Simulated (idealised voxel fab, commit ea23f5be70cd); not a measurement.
Process module under the name voxel wiring stack
Displayed cross-section: cut, width of 260 nm, square cells sized 5 nm.
Cross-section, as written here: a square-cell grid given band by band from the top down, where a band holds one or more rows of cells.
Look at the band entry: it leads with the top's height and the bottom's height in nm. Then it lists the materials left to right, with a width in nm for each. The word "throughout" on a single material says that material fills the band edge to edge. The word "empty" is empty space.
The reference from which all heights are counted is 0, the level beneath which the as-received wafer is entirely one material; the lowest band, having no lower bound, proceeds downward and is written after the example "0..down".
Top row gets the first number, bottom row gets the second, and each row in between changes by the same step: that is how a band width like "30..40" works.
Step note "remained unchanged" = no cross-section cell changed.
For the entry "Internal closed voids", the listed items are empty spaces with no open way to the top whose size is 8 cells or more; each item follows the pattern width x height at distance, where distance is from the left edge and all three are in nm.
Step line, after settings: the simulator's comment on this step.
"overlay nm" answers the question of how far to the right of plan the mask lay on a step that has a mask, and when it is negative the answer is to the left.

# Steps planned for the process
1) RECEIVE with material Si
2) CONFORMAL_DEP with material SiO2, thk nm 15
3) DIRECTIONAL_DEP with material TiN, thk nm 5
4) DIRECTIONAL_DEP with material W, thk nm 25
5) MASKED_ETCH with tone cover, mask id METAL_1, width nm 30, pitch nm 55, etch materials W, depth nm 25, overlay nm 0
6) MASKED_ETCH with tone cover, mask id METAL_1, width nm 30, pitch nm 55, etch materials TiN, depth nm 5, overlay nm 0
7) FILL_DEP with material lowk, thk nm 5
8) CMP with height nm 45
9) CONFORMAL_DEP with material SiCN, thk nm 5
10) DIRECTIONAL_DEP with material lowk, thk nm 10
11) MASKED_ETCH with tone open, mask id PLUG_1, width nm 15, etch materials lowk, depth nm 10, overlay nm 0
12) MASKED_ETCH with tone open, mask id PLUG_1, width nm 15, etch materials SiCN, depth nm 5, overlay nm 0
13) EPI with material Ru, thk nm 10
14) EPI with material Ru, thk nm 5
15) DIRECTIONAL_DEP with material TiN, thk nm 5
16) DIRECTIONAL_DEP with material W, thk nm 15
17) PATTERN with tone cover, mask id METAL_2, material resist, width nm 30, pitch nm 55, thk nm 15, overlay nm 0
18) DIRECTIONAL_ETCH with etch materials W, depth nm 15
19) DIRECTIONAL_ETCH with etch materials TiN, depth nm 5
20) STRIP with etch materials resist
21) FILL_DEP with material lowk, thk nm 10
22) CMP with height nm 80
23) CONFORMAL_DEP with material SiCN, thk nm 5
24) DIRECTIONAL_DEP with material lowk, thk nm 15
25) PATTERN with tone open, mask id PLUG_2, material resist, width nm 15, pitch nm 55, thk nm 20, overlay nm 0
26) DIRECTIONAL_ETCH with etch materials lowk, depth nm 15
27) DIRECTIONAL_ETCH with etch materials SiCN, depth nm 5
28) STRIP with etch materials resist
29) EPI with material Ru, thk nm 10
30) EPI with material Ru, thk nm 10
31) CONFORMAL_DEP with material SiCN, thk nm 5
32) DIRECTIONAL_DEP with material lowk, thk nm 20
33) DIRECTIONAL_DEP with material aC, thk nm 10
34) PATTERN with tone open, mask id METAL_3, material resist, width nm 30, pitch nm 55, thk nm 25, overlay nm 0
35) DIRECTIONAL_ETCH with etch materials aC, depth nm 10
36) STRIP with etch materials resist
37) DIRECTIONAL_ETCH with etch materials lowk, depth nm 20
38) DIRECTIONAL_ETCH with etch materials SiCN, depth nm 5
39) STRIP with etch materials aC
40) CONFORMAL_DEP with material TiN, thk nm 5
41) FILL_DEP with material Ru, thk nm 10
42) CMP with height nm 125
43) CONFORMAL_DEP with material SiCN, thk nm 5
44) DIRECTIONAL_DEP with material SiO2, thk nm 10
45) MASKED_ETCH with tone open, mask id PLUG_3, width nm 15, pitch nm 55, etch materials SiO2, depth nm 10, overlay nm 0
46) MASKED_ETCH with tone open, mask id PLUG_3, width nm 15, pitch nm 55, etch materials SiCN, depth nm 5, overlay nm 0
47) CONFORMAL_DEP with material TiN, thk nm 5
48) FILL_DEP with material W, thk nm 10
49) CMP with height nm 140
50) CONFORMAL_DEP with material SiN, thk nm 5
51) DIRECTIONAL_DEP with material SiO2, thk nm 20
52) PATTERN with tone open, mask id METAL_4, material resist, width nm 30, pitch nm 55, thk nm 20, overlay nm 0
53) DIRECTIONAL_ETCH with etch materials SiO2, depth nm 20
54) DIRECTIONAL_ETCH with etch materials SiN, depth nm 5
55) STRIP with etch materials resist
56) CONFORMAL_DEP with material TiN, thk nm 5
57) FILL_DEP with material Cu, thk nm 10
58) CMP with height nm 165
59) EPI with material Ru, thk nm 5
60) FILL_DEP with material SiCN, thk nm 5

# Cross-section of the wafer upon arrival, representing the state reached after step 1
> 0..down  Si throughout
> Internal closed voids: none

# The module was run from the start shown above using the plan shown above, but one mistake was made doing it; the resulting wafer cross-section is below
> 175..170  SiCN throughout
> 170..165  SiCN 80; Ru 40; SiCN 15; Ru 40; SiCN 85
> 165..145  SiO2 85; TiN 5; Cu 20; TiN 5; SiO2 25; TiN 5; Cu 20; TiN 5; SiO2 90
> 145..140  SiN 85; TiN 30; SiN 25; TiN 30; SiN 90
> 140..135  TiN 90; W 5; TiN 50; W 5; TiN 110
> 135..125  SiO2 85; TiN 5; W 5; TiN 5; SiO2 40; TiN 5; W 5; TiN 5; SiO2 105
> 125..120  SiCN 85; TiN 15; SiCN 40; TiN 15; SiCN 105
> 120..105  lowk 85; TiN 5; Ru 20; TiN 5; lowk 25; TiN 5; Ru 20; TiN 5; lowk 90
> 105..100  SiCN 85; TiN 30; SiCN 25; TiN 30; SiCN 90
> 100..85  lowk 85; Ru 15; lowk 40; Ru 15; lowk 105
> 85..80  SiCN 85; Ru 15; SiCN 40; Ru 15; SiCN 105
> 80..65  lowk 85; W 30; lowk 25; W 30; lowk 90
> 65..60  lowk 85; TiN 30; lowk 25; TiN 30; lowk 90
> 60..50  lowk 85; Ru 15; lowk 160
> 50..45  SiCN 85; Ru 15; SiCN 160
> 45..20  lowk 85; W 30; lowk 25; W 30; lowk 90
> 20..15  lowk 85; TiN 30; lowk 25; TiN 30; lowk 90
> 15..0  SiO2 throughout
> 0..down  Si throughout
> Internal closed voids: none
It is concluded that the wafer was processed incorrectly with respect to the plan, in that heads up, step 42 didn't go per plan, it actually ran as CMP with height nm 120
